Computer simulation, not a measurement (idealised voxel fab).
Documented hereafter: the process module known as voxel double patterning.
FYI the section here is cut, 160 nm wide, cells are 5 nm squares.
Square cells in a grid make up a cross-section in this document, and the grid is given as bands, listed from the top down, each one or more rows of cells. Heights first: top, then bottom, in nm. Then materials, left to right, each with a width in nm. "full width" on a single material: fills the band edge to edge. "empty": empty space. Beneath 0, the wafer as received is one material, and that level is where height counting begins. The lowest band goes on downward without a bottom; it is written like "0 and below". The notation "30->40" denotes a width that varies across the rows of cells in the band, beginning at the first number in the top row, finishing at the second number in the bottom row, and changing by an identical amount from each row to the next. "left unchanged" after a step means that no cell of the cross-section changed. Closed empty spaces (no open way to the top) of 8 cells or more are what "Sealed void list" lists, each as width x height at distance from the left edge, nm for all three. Anything after a step's settings on that line? It's the simulator's own note about the step. "overlay nm", when on a step's line for a step with a mask, measures how far to the right of its planned place the mask lay; a negative measure means to the left.

Steps planned for the process:
| 1 | RECEIVE, material Si |
| 2 | CONFORMAL_DEP, material SiO2, thk nm 10 |
| 3 | DIRECTIONAL_DEP, material W, thk nm 10 |
| 4 | DIRECTIONAL_DEP, material SiN, thk nm 5 |
| 5 | DIRECTIONAL_DEP, material aC, thk nm 15 |
| 6 | PATTERN, tone open, mask id FIRST, material resist, width nm 15, pitch nm 50, thk nm 35, overlay nm 0 |
| 7 | DIRECTIONAL_ETCH, etch materials aC, depth nm 15 |
| 8 | STRIP, etch materials resist |
| 9 | DIRECTIONAL_ETCH, etch materials SiN, depth nm 5 |
| 10 | STRIP, etch materials aC |
| 11 | DIRECTIONAL_DEP, material aC, thk nm 10 |
| 12 | PATTERN, tone open, mask id SECOND, material resist, width nm 15, thk nm 30, overlay nm 0 |
| 13 | DIRECTIONAL_ETCH, etch materials aC, depth nm 10 |
| 14 | STRIP, etch materials resist |
| 15 | DIRECTIONAL_ETCH, etch materials SiN, depth nm 5 |
| 16 | STRIP, etch materials aC |
| 17 | DIRECTIONAL_ETCH, etch materials W, depth nm 10 |
| 18 | STRIP, etch materials SiN |

Run as planned: first of two wafers:

Wafer at receipt (post step 1), cross-section:
> 0 and below: Si full width
> Sealed void list: none

Take a look at the wafer's cross-section after step 2:
> 10 down to 0: SiO2 full width
> Unchanged below 0.

Take a look at the wafer's cross-section after step 3:
> 20 down to 10: W full width
> Unchanged below 10.

Take a look at the wafer's cross-section after step 4:
> 25 down to 20: SiN full width
> Unchanged below 20.

Take a look at the wafer's cross-section after step 5:
> 40 down to 25: aC full width
> Unchanged below 25.

Take a look at the wafer's cross-section after step 6:
> 75 down to 40: resist 45 nm  empty 15 nm  resist 35 nm  empty 15 nm  resist 50 nm
> Unchanged below 40.

Take a look at the wafer's cross-section after step 7:
> 60 down to 40: resist 45 nm  empty 15 nm  resist 35 nm  empty 15 nm  resist 50 nm
> 40 down to 25: aC 45 nm  empty 15 nm  aC 35 nm  empty 15 nm  aC 50 nm
> Unchanged below 25.

Take a look at the wafer's cross-section after step 8:
> 40 down to 25: aC 45 nm  empty 15 nm  aC 35 nm  empty 15 nm  aC 50 nm
> Unchanged below 25.

Take a look at the wafer's cross-section after step 9:
> 40 down to 25: aC 45 nm  empty 15 nm  aC 35 nm  empty 15 nm  aC 50 nm
> 25 down to 20: SiN 45 nm  empty 15 nm  SiN 35 nm  empty 15 nm  SiN 50 nm
> Unchanged below 20.

Take a look at the wafer's cross-section after step 10:
> 25 down to 20: SiN 45 nm  empty 15 nm  SiN 35 nm  empty 15 nm  SiN 50 nm
> Unchanged below 20.

Take a look at the wafer's cross-section after step 11:
> 35 down to 30: aC 45 nm  empty 15 nm  aC 35 nm  empty 15 nm  aC 50 nm
> 30 down to 25: aC full width
> 25 down to 20: SiN 45 nm  aC 15 nm  SiN 35 nm  aC 15 nm  SiN 50 nm
> Unchanged below 20.

Take a look at the wafer's cross-section after step 12:
> 65 down to 35: resist 70 nm  empty 15 nm  resist 75 nm
> 35 down to 30: aC 45 nm  resist 15 nm  aC 35 nm  resist 15 nm  aC 50 nm
> Unchanged below 30.

Take a look at the wafer's cross-section after step 13:
> 55 down to 35: resist 70 nm  empty 15 nm  resist 75 nm
> 35 down to 30: aC 45 nm  resist 15 nm  aC 10 nm  empty 15 nm  aC 10 nm  resist 15 nm  aC 50 nm
> 30 down to 25: aC 70 nm  empty 15 nm  aC 75 nm
> Unchanged below 25.

Take a look at the wafer's cross-section after step 14:
> 35 down to 30: aC 45 nm  empty 15 nm  aC 10 nm  empty 15 nm  aC 10 nm  empty 15 nm  aC 50 nm
> Unchanged below 30.

Take a look at the wafer's cross-section after step 15:
> 35 down to 30: aC 45 nm  empty 15 nm  aC 10 nm  empty 15 nm  aC 10 nm  empty 15 nm  aC 50 nm
> 30 down to 25: aC 70 nm  empty 15 nm  aC 75 nm
> 25 down to 20: SiN 45 nm  aC 15 nm  SiN 10 nm  empty 15 nm  SiN 10 nm  aC 15 nm  SiN 50 nm
> Unchanged below 20.

Take a look at the wafer's cross-section after step 16:
> 25 down to 20: SiN 45 nm  empty 15 nm  SiN 10 nm  empty 15 nm  SiN 10 nm  empty 15 nm  SiN 50 nm
> Unchanged below 20.

Take a look at the wafer's cross-section after step 17:
> 25 down to 20: SiN 45 nm  empty 15 nm  SiN 10 nm  empty 15 nm  SiN 10 nm  empty 15 nm  SiN 50 nm
> 20 down to 10: W 45 nm  empty 15 nm  W 10 nm  empty 15 nm  W 10 nm  empty 15 nm  W 50 nm
> Unchanged below 10.

Take a look at the wafer's cross-section after step 18:
> 20 down to 10: W 45 nm  empty 15 nm  W 10 nm  empty 15 nm  W 10 nm  empty 15 nm  W 50 nm
> Unchanged below 10.

Notes, second wafer: start = first wafer's, plan = first wafer's, execution had one mistake; history identical to first through step 11:

When step 12 should have ended:
> 65 down to 35: resist 65 nm  empty 25 nm  resist 70 nm
> 35 down to 30: aC 45 nm  resist 15 nm  aC 35 nm  resist 15 nm  aC 50 nm
> Unchanged below 30.

When step 13 should have ended:
> 55 down to 35: resist 65 nm  empty 25 nm  resist 70 nm
> 35 down to 30: aC 45 nm  resist 15 nm  aC 5 nm  empty 25 nm  aC 5 nm  resist 15 nm  aC 50 nm
> 30 down to 25: aC 65 nm  empty 25 nm  aC 70 nm
> Unchanged below 25.

When step 14 should have ended:
> 35 down to 30: aC 45 nm  empty 15 nm  aC 5 nm  empty 25 nm  aC 5 nm  empty 15 nm  aC 50 nm
> Unchanged below 30.

When step 15 should have ended:
> 35 down to 30: aC 45 nm  empty 15 nm  aC 5 nm  empty 25 nm  aC 5 nm  empty 15 nm  aC 50 nm
> 30 down to 25: aC 65 nm  empty 25 nm  aC 70 nm
> 25 down to 20: SiN 45 nm  aC 15 nm  SiN 5 nm  empty 25 nm  SiN 5 nm  aC 15 nm  SiN 50 nm
> Unchanged below 20.

When step 16 should have ended:
> 25 down to 20: SiN 45 nm  empty 15 nm  SiN 5 nm  empty 25 nm  SiN 5 nm  empty 15 nm  SiN 50 nm
> Unchanged below 20.

When step 17 should have ended:
> 25 down to 20: SiN 45 nm  empty 15 nm  SiN 5 nm  empty 25 nm  SiN 5 nm  empty 15 nm  SiN 50 nm
> 20 down to 10: W 45 nm  empty 15 nm  W 5 nm  empty 25 nm  W 5 nm  empty 15 nm  W 50 nm
> Unchanged below 10.

When step 18 should have ended:
> 20 down to 10: W 45 nm  empty 15 nm  W 5 nm  empty 25 nm  W 5 nm  empty 15 nm  W 50 nm
> Unchanged below 10.
Processing error: step 12 did not use the planned setting and instead ran as PATTERN, tone open, mask id SECOND, material resist, width nm 25, thk nm 30, overlay nm 0
Per the end-of-run cell counts, the second wafer holds more or fewer of some materials than the first: 4 fewer of W
